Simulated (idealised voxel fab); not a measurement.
process module | voxel self aligned vias
cross-section cut | 280 nm wide | cells 5 nm
A cross-section is a grid of square cells, given in bands from the top down. A band is one or more rows of cells.
Each band's line starts with the height of the band's top and of its bottom, in nm. Then come its materials from left to right, each with its width in nm. One material with "throughout" fills the band from edge to edge. "air" is empty space.
Height 0 is the level under which the wafer as received is all one material. The lowest band goes on downwards, as in "0 down".
A width such as "30 to 40" changes by the same amount from each row of cells to the next, from the band's top row to its bottom row.
"no change" after a step means that no cell of the cross-section changed.
closed voids: empty space of 8 cells or more with no open way to the top, each as width x height at its distance from the left edge, in nm
after a step's settings: what the simulator itself notes on the step
overlay nm, on a step with a mask: how far to the right of its planned place the mask lay; to the left if negative
plan
1 op RECEIVE | material Si
2 op CONFORMAL_DEP | material SiO2 | thk nm 10
3 op CONFORMAL_DEP | material SiCN | thk nm 5
4 op DIRECTIONAL_DEP | material lowk | thk nm 25
5 op MASKED_ETCH | tone open | mask id LINES | width nm 20 | pitch nm 45 | etch materials lowk | depth nm 25 | overlay nm -15
6 op CONFORMAL_DEP | material TiN | thk nm 5
7 op FILL_DEP | material W | thk nm 10
8 op CMP | height nm 40
9 op SELECTIVE_ETCH | etch materials W Ru TiN | depth nm 5
10 op FILL_DEP | material SiN | thk nm 5
11 op CMP | height nm 40
12 op DIRECTIONAL_DEP | material lowk | thk nm 15
13 op PATTERN | tone open | mask id VIAS | material resist | width nm 30 | thk nm 20 | overlay nm 0
14 op DIRECTIONAL_ETCH | etch materials lowk | depth nm 15
15 op DIRECTIONAL_ETCH | etch materials SiN | depth nm 5
16 op STRIP | etch materials resist
17 op CONFORMAL_DEP | material TiN | thk nm 5
18 op FILL_DEP | material Ru | thk nm 10
19 op CMP | height nm 55
20 op CONFORMAL_DEP | material SiCN | thk nm 5
varied across the wafers: overlay nm of step 5. The plan shows the first wafer's value. All wafers start alike
first wafer as received, after step 1
  0 down: Si throughout
  closed voids: none
each wafer at the end: cells of each material gained (+) or lost (-) since it was received, then its closed voids
overlay nm -15 | +8 Ru | +112 SiCN | +6 SiN | +112 SiO2 | +32 TiN | +12 W | +390 lowk | closed voids: none
overlay nm -10 | +9 Ru | +112 SiCN | +5 SiN | +112 SiO2 | +32 TiN | +12 W | +390 lowk | closed voids: none
overlay nm -5 | +10 Ru | +112 SiCN | +4 SiN | +112 SiO2 | +32 TiN | +12 W | +390 lowk | closed voids: none
overlay nm 0 | +10 Ru | +112 SiCN | +4 SiN | +112 SiO2 | +32 TiN | +12 W | +390 lowk | closed voids: none
overlay nm 5 | +10 Ru | +112 SiCN | +4 SiN | +112 SiO2 | +32 TiN | +12 W | +390 lowk | closed voids: none
overlay nm 10 | +9 Ru | +112 SiCN | +5 SiN | +112 SiO2 | +32 TiN | +12 W | +390 lowk | closed voids: none
overlay nm 15 | +8 Ru | +112 SiCN | +6 SiN | +112 SiO2 | +32 TiN | +12 W | +390 lowk | closed voids: none
